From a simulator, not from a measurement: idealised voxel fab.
Herein follows the process module entitled voxel gate over fins.
Square cells of 5 nm make up the cross-section cut, whose width is 230 nm.
This document writes a cross-section as a grid whose cells are square, and gives it as bands, listed from the top down; one or more rows of cells form a band.
Band entry format. Leading values: height of top, height of bottom, nm. Remainder: materials in left-to-right order, each with its width in nm. Special words: "everywhere" on a single material, which then fills the band edge to edge; "air", empty space.
Where do heights start? At 0: under that level the wafer as delivered is made of one material only. And the lowest band has no floor; it just carries on downward, as in "0..down".
Width "30 to 40": first value at the band's top row of cells, second value at its bottom row, equal change from row to row.
Take "all unchanged" at face value: in the step it is given for, the cross-section changed in none of its cells.
"Enclosed empty spaces" contains a list of empty spaces, each no smaller than 8 cells and without an open way to the top, written in the form width x height at distance with the distance from the left edge and all three in nm.
after a step's settings: what the simulator itself notes on the step
When a step includes a mask, the "overlay nm" setting on its line states how far to the right of its planned place that mask lay, and negative values state how far to the left.
INTENDED PROCESS STEPS
1. RECEIVE (material Si)
2. CONFORMAL_DEP (material SiN; thk nm 10)
3. PATTERN (tone cover; mask id FINS; material resist; width nm 15; pitch nm 40; thk nm 15; overlay nm 0)
4. DIRECTIONAL_ETCH (etch materials SiN; depth nm 10)
5. DIRECTIONAL_ETCH (etch materials Si; depth nm 40)
6. STRIP (etch materials resist)
7. OXIDIZE (depth nm 5)
8. FILL_DEP (material SiO2; thk nm 15)
9. CMP (height nm 10)
10. SELECTIVE_ETCH (etch materials SiO2; depth nm 20)
11. STRIP (etch materials SiN)
12. CONFORMAL_DEP (material HfO2; thk nm 5)
13. CONFORMAL_DEP (material TiN; thk nm 5)
14. CONFORMAL_DEP (material TiAl; thk nm 5)
15. CONFORMAL_DEP (material TiN; thk nm 5)
16. FILL_DEP (material W; thk nm 10)
17. CMP (height nm 25)
18. CONFORMAL_DEP (material SiCN; thk nm 5)
FIRST WAFER, AS PLANNED
WAFER AS RECEIVED: CROSS-SECTION FOLLOWING STEP 1
0..down = Si everywhere
Enclosed empty spaces: none
TAKE A LOOK AT THE WAFER'S CROSS-SECTION AFTER STEP 2
10..0 = SiN everywhere
Below a height of 0, the structure has not been altered.
TAKE A LOOK AT THE WAFER'S CROSS-SECTION AFTER STEP 3
25..10 = air: 65 | resist: 15 | air: 25 | resist: 15 | air: 25 | resist: 15 | air: 70
Below a height of 10, the structure has not been altered.
TAKE A LOOK AT THE WAFER'S CROSS-SECTION AFTER STEP 4
25..10 = air: 65 | resist: 15 | air: 25 | resist: 15 | air: 25 | resist: 15 | air: 70
10..0 = air: 65 | SiN: 15 | air: 25 | SiN: 15 | air: 25 | SiN: 15 | air: 70
Below a height of 0, the structure has not been altered.
TAKE A LOOK AT THE WAFER'S CROSS-SECTION AFTER STEP 5
25..10 = air: 65 | resist: 15 | air: 25 | resist: 15 | air: 25 | resist: 15 | air: 70
10..0 = air: 65 | SiN: 15 | air: 25 | SiN: 15 | air: 25 | SiN: 15 | air: 70
0..-40 = air: 65 | Si: 15 | air: 25 | Si: 15 | air: 25 | Si: 15 | air: 70
Below a height of -40, the structure has not been altered.
TAKE A LOOK AT THE WAFER'S CROSS-SECTION AFTER STEP 6
10..0 = air: 65 | SiN: 15 | air: 25 | SiN: 15 | air: 25 | SiN: 15 | air: 70
Below a height of 0, the structure has not been altered.
TAKE A LOOK AT THE WAFER'S CROSS-SECTION AFTER STEP 7
10..0 = air: 65 | SiN: 15 | air: 25 | SiN: 15 | air: 25 | SiN: 15 | air: 70
0..-40 = air: 65 | SiO2: 5 | Si: 5 | SiO2: 5 | air: 25 | SiO2: 5 | Si: 5 | SiO2: 5 | air: 25 | SiO2: 5 | Si: 5 | SiO2: 5 | air: 70
-40..-45 = SiO2: 70 | Si: 5 | SiO2: 35 | Si: 5 | SiO2: 35 | Si: 5 | SiO2: 75
Below a height of -45, the structure has not been altered.
TAKE A LOOK AT THE WAFER'S CROSS-SECTION AFTER STEP 8
25..10 = SiO2 everywhere
10..0 = SiO2: 65 | SiN: 15 | SiO2: 25 | SiN: 15 | SiO2: 25 | SiN: 15 | SiO2: 70
0..-45 = SiO2: 70 | Si: 5 | SiO2: 35 | Si: 5 | SiO2: 35 | Si: 5 | SiO2: 75
Below a height of -45, the structure has not been altered.
TAKE A LOOK AT THE WAFER'S CROSS-SECTION AFTER STEP 9
10..0 = SiO2: 65 | SiN: 15 | SiO2: 25 | SiN: 15 | SiO2: 25 | SiN: 15 | SiO2: 70
Below a height of 0, the structure has not been altered.
TAKE A LOOK AT THE WAFER'S CROSS-SECTION AFTER STEP 10
10..0 = air: 65 | SiN: 15 | air: 25 | SiN: 15 | air: 25 | SiN: 15 | air: 70
0..-10 = air: 70 | Si: 5 | air: 35 | Si: 5 | air: 35 | Si: 5 | air: 75
Below a height of -10, the structure has not been altered.
TAKE A LOOK AT THE WAFER'S CROSS-SECTION AFTER STEP 11
0..-10 = air: 70 | Si: 5 | air: 35 | Si: 5 | air: 35 | Si: 5 | air: 75
Below a height of -10, the structure has not been altered.
TAKE A LOOK AT THE WAFER'S CROSS-SECTION AFTER STEP 12
5..0 = air: 65 | HfO2: 15 | air: 25 | HfO2: 15 | air: 25 | HfO2: 15 | air: 70
0..-5 = air: 65 | HfO2: 5 | Si: 5 | HfO2: 5 | air: 25 | HfO2: 5 | Si: 5 | HfO2: 5 | air: 25 | HfO2: 5 | Si: 5 | HfO2: 5 | air: 70
-5..-10 = HfO2: 70 | Si: 5 | HfO2: 35 | Si: 5 | HfO2: 35 | Si: 5 | HfO2: 75
Below a height of -10, the structure has not been altered.
TAKE A LOOK AT THE WAFER'S CROSS-SECTION AFTER STEP 13
10..5 = air: 60 | TiN: 25 | air: 15 | TiN: 25 | air: 15 | TiN: 25 | air: 65
5..0 = air: 60 | TiN: 5 | HfO2: 15 | TiN: 5 | air: 15 | TiN: 5 | HfO2: 15 | TiN: 5 | air: 15 | TiN: 5 | HfO2: 15 | TiN: 5 | air: 65
0..-5 = TiN: 65 | HfO2: 5 | Si: 5 | HfO2: 5 | TiN: 25 | HfO2: 5 | Si: 5 | HfO2: 5 | TiN: 25 | HfO2: 5 | Si: 5 | HfO2: 5 | TiN: 70
Below a height of -5, the structure has not been altered.
TAKE A LOOK AT THE WAFER'S CROSS-SECTION AFTER STEP 14
15..10 = air: 55 | TiAl: 35 | air: 5 | TiAl: 35 | air: 5 | TiAl: 35 | air: 60
10..5 = air: 55 | TiAl: 5 | TiN: 25 | TiAl: 5 | air: 5 | TiAl: 5 | TiN: 25 | TiAl: 5 | air: 5 | TiAl: 5 | TiN: 25 | TiAl: 5 | air: 60
5..0 = TiAl: 60 | TiN: 5 | HfO2: 15 | TiN: 5 | TiAl: 15 | TiN: 5 | HfO2: 15 | TiN: 5 | TiAl: 15 | TiN: 5 | HfO2: 15 | TiN: 5 | TiAl: 65
Below a height of 0, the structure has not been altered.
TAKE A LOOK AT THE WAFER'S CROSS-SECTION AFTER STEP 15
20..15 = air: 50 | TiN: 125 | air: 55
15..10 = air: 50 | TiN: 5 | TiAl: 35 | TiN: 5 | TiAl: 35 | TiN: 5 | TiAl: 35 | TiN: 5 | air: 55
10..5 = TiN: 55 | TiAl: 5 | TiN: 25 | TiAl: 5 | TiN: 5 | TiAl: 5 | TiN: 25 | TiAl: 5 | TiN: 5 | TiAl: 5 | TiN: 25 | TiAl: 5 | TiN: 60
Below a height of 5, the structure has not been altered.
TAKE A LOOK AT THE WAFER'S CROSS-SECTION AFTER STEP 16
30..20 = W everywhere
20..15 = W: 50 | TiN: 125 | W: 55
15..10 = W: 50 | TiN: 5 | TiAl: 35 | TiN: 5 | TiAl: 35 | TiN: 5 | TiAl: 35 | TiN: 5 | W: 55
Below a height of 10, the structure has not been altered.
TAKE A LOOK AT THE WAFER'S CROSS-SECTION AFTER STEP 17
25..20 = W everywhere
Below a height of 20, the structure has not been altered.
TAKE A LOOK AT THE WAFER'S CROSS-SECTION AFTER STEP 18
30..25 = SiCN everywhere
Below a height of 25, the structure has not been altered.
THE SECOND WAFER: IDENTICAL TO THE FIRST AT THE OUTSET AND IN ITS PLANNED SEQUENCE, DIFFERING ONLY IN THAT ONE MISTAKE WAS MADE DURING PROCESSING; UP TO AND INCLUDING STEP 2, ITS PATH IS THE FIRST WAFER'S PATH
CROSS-SECTIONAL REPRESENTATION OF THE SECOND WAFER AT THE TIME DESIGNATED IN THE PLAN FOR THE COMPLETION OF STEP 3
25..10 = air: 60 | resist: 25 | air: 15 | resist: 25 | air: 15 | resist: 25 | air: 65
Below a height of 10, the structure has not been altered.
CROSS-SECTIONAL REPRESENTATION OF THE SECOND WAFER AT THE TIME DESIGNATED IN THE PLAN FOR THE COMPLETION OF STEP 4
25..10 = air: 60 | resist: 25 | air: 15 | resist: 25 | air: 15 | resist: 25 | air: 65
10..0 = air: 60 | SiN: 25 | air: 15 | SiN: 25 | air: 15 | SiN: 25 | air: 65
Below a height of 0, the structure has not been altered.
CROSS-SECTIONAL REPRESENTATION OF THE SECOND WAFER AT THE TIME DESIGNATED IN THE PLAN FOR THE COMPLETION OF STEP 5
25..10 = air: 60 | resist: 25 | air: 15 | resist: 25 | air: 15 | resist: 25 | air: 65
10..0 = air: 60 | SiN: 25 | air: 15 | SiN: 25 | air: 15 | SiN: 25 | air: 65
0..-40 = air: 60 | Si: 25 | air: 15 | Si: 25 | air: 15 | Si: 25 | air: 65
Below a height of -40, the structure has not been altered.
CROSS-SECTIONAL REPRESENTATION OF THE SECOND WAFER AT THE TIME DESIGNATED IN THE PLAN FOR THE COMPLETION OF STEP 6
10..0 = air: 60 | SiN: 25 | air: 15 | SiN: 25 | air: 15 | SiN: 25 | air: 65
Below a height of 0, the structure has not been altered.
CROSS-SECTIONAL REPRESENTATION OF THE SECOND WAFER AT THE TIME DESIGNATED IN THE PLAN FOR THE COMPLETION OF STEP 7
10..0 = air: 60 | SiN: 25 | air: 15 | SiN: 25 | air: 15 | SiN: 25 | air: 65
0..-40 = air: 60 | SiO2: 5 | Si: 15 | SiO2: 5 | air: 15 | SiO2: 5 | Si: 15 | SiO2: 5 | air: 15 | SiO2: 5 | Si: 15 | SiO2: 5 | air: 65
-40..-45 = SiO2: 65 | Si: 15 | SiO2: 25 | Si: 15 | SiO2: 25 | Si: 15 | SiO2: 70
Below a height of -45, the structure has not been altered.
CROSS-SECTIONAL REPRESENTATION OF THE SECOND WAFER AT THE TIME DESIGNATED IN THE PLAN FOR THE COMPLETION OF STEP 8
25..10 = SiO2 everywhere
10..0 = SiO2: 60 | SiN: 25 | SiO2: 15 | SiN: 25 | SiO2: 15 | SiN: 25 | SiO2: 65
0..-45 = SiO2: 65 | Si: 15 | SiO2: 25 | Si: 15 | SiO2: 25 | Si: 15 | SiO2: 70
Below a height of -45, the structure has not been altered.
CROSS-SECTIONAL REPRESENTATION OF THE SECOND WAFER AT THE TIME DESIGNATED IN THE PLAN FOR THE COMPLETION OF STEP 9
10..0 = SiO2: 60 | SiN: 25 | SiO2: 15 | SiN: 25 | SiO2: 15 | SiN: 25 | SiO2: 65
Below a height of 0, the structure has not been altered.
CROSS-SECTIONAL REPRESENTATION OF THE SECOND WAFER AT THE TIME DESIGNATED IN THE PLAN FOR THE COMPLETION OF STEP 10
10..0 = air: 60 | SiN: 25 | air: 15 | SiN: 25 | air: 15 | SiN: 25 | air: 65
0..-10 = air: 65 | Si: 15 | air: 25 | Si: 15 | air: 25 | Si: 15 | air: 70
Below a height of -10, the structure has not been altered.
CROSS-SECTIONAL REPRESENTATION OF THE SECOND WAFER AT THE TIME DESIGNATED IN THE PLAN FOR THE COMPLETION OF STEP 11
0..-10 = air: 65 | Si: 15 | air: 25 | Si: 15 | air: 25 | Si: 15 | air: 70
Below a height of -10, the structure has not been altered.
CROSS-SECTIONAL REPRESENTATION OF THE SECOND WAFER AT THE TIME DESIGNATED IN THE PLAN FOR THE COMPLETION OF STEP 12
5..0 = air: 60 | HfO2: 25 | air: 15 | HfO2: 25 | air: 15 | HfO2: 25 | air: 65
0..-5 = air: 60 | HfO2: 5 | Si: 15 | HfO2: 5 | air: 15 | HfO2: 5 | Si: 15 | HfO2: 5 | air: 15 | HfO2: 5 | Si: 15 | HfO2: 5 | air: 65
-5..-10 = HfO2: 65 | Si: 15 | HfO2: 25 | Si: 15 | HfO2: 25 | Si: 15 | HfO2: 70
Below a height of -10, the structure has not been altered.
CROSS-SECTIONAL REPRESENTATION OF THE SECOND WAFER AT THE TIME DESIGNATED IN THE PLAN FOR THE COMPLETION OF STEP 13
10..5 = air: 55 | TiN: 35 | air: 5 | TiN: 35 | air: 5 | TiN: 35 | air: 60
5..0 = air: 55 | TiN: 5 | HfO2: 25 | TiN: 5 | air: 5 | TiN: 5 | HfO2: 25 | TiN: 5 | air: 5 | TiN: 5 | HfO2: 25 | TiN: 5 | air: 60
0..-5 = TiN: 60 | HfO2: 5 | Si: 15 | HfO2: 5 | TiN: 15 | HfO2: 5 | Si: 15 | HfO2: 5 | TiN: 15 | HfO2: 5 | Si: 15 | HfO2: 5 | TiN: 65
Below a height of -5, the structure has not been altered.
CROSS-SECTIONAL REPRESENTATION OF THE SECOND WAFER AT THE TIME DESIGNATED IN THE PLAN FOR THE COMPLETION OF STEP 14
15..10 = air: 50 | TiAl: 125 | air: 55
10..5 = air: 50 | TiAl: 5 | TiN: 35 | TiAl: 5 | TiN: 35 | TiAl: 5 | TiN: 35 | TiAl: 5 | air: 55
5..0 = TiAl: 55 | TiN: 5 | HfO2: 25 | TiN: 5 | TiAl: 5 | TiN: 5 | HfO2: 25 | TiN: 5 | TiAl: 5 | TiN: 5 | HfO2: 25 | TiN: 5 | TiAl: 60
Below a height of 0, the structure has not been altered.
CROSS-SECTIONAL REPRESENTATION OF THE SECOND WAFER AT THE TIME DESIGNATED IN THE PLAN FOR THE COMPLETION OF STEP 15
20..15 = air: 45 | TiN: 135 | air: 50
15..10 = air: 45 | TiN: 5 | TiAl: 125 | TiN: 5 | air: 50
10..5 = TiN: 50 | TiAl: 5 | TiN: 35 | TiAl: 5 | TiN: 35 | TiAl: 5 | TiN: 35 | TiAl: 5 | TiN: 55
Below a height of 5, the structure has not been altered.
CROSS-SECTIONAL REPRESENTATION OF THE SECOND WAFER AT THE TIME DESIGNATED IN THE PLAN FOR THE COMPLETION OF STEP 16
30..20 = W everywhere
20..15 = W: 45 | TiN: 135 | W: 50
15..10 = W: 45 | TiN: 5 | TiAl: 125 | TiN: 5 | W: 50
Below a height of 10, the structure has not been altered.
CROSS-SECTIONAL REPRESENTATION OF THE SECOND WAFER AT THE TIME DESIGNATED IN THE PLAN FOR THE COMPLETION OF STEP 17
25..20 = W everywhere
Below a height of 20, the structure has not been altered.
CROSS-SECTIONAL REPRESENTATION OF THE SECOND WAFER AT THE TIME DESIGNATED IN THE PLAN FOR THE COMPLETION OF STEP 18
30..25 = SiCN everywhere
Below a height of 25, the structure has not been altered.
Nonconformance to the process plan: in deviation from the planned setting, step 3 was conducted as PATTERN (tone cover; mask id FINS; material resist; width nm 25; pitch nm 40; thk nm 15; overlay nm 0)
Final comparison by cell count, materials where the second wafer has more or fewer than the first: Si: 54 more | SiO2: 42 fewer | TiAl: 4 fewer | TiN: 4 fewer | W: 4 fewer
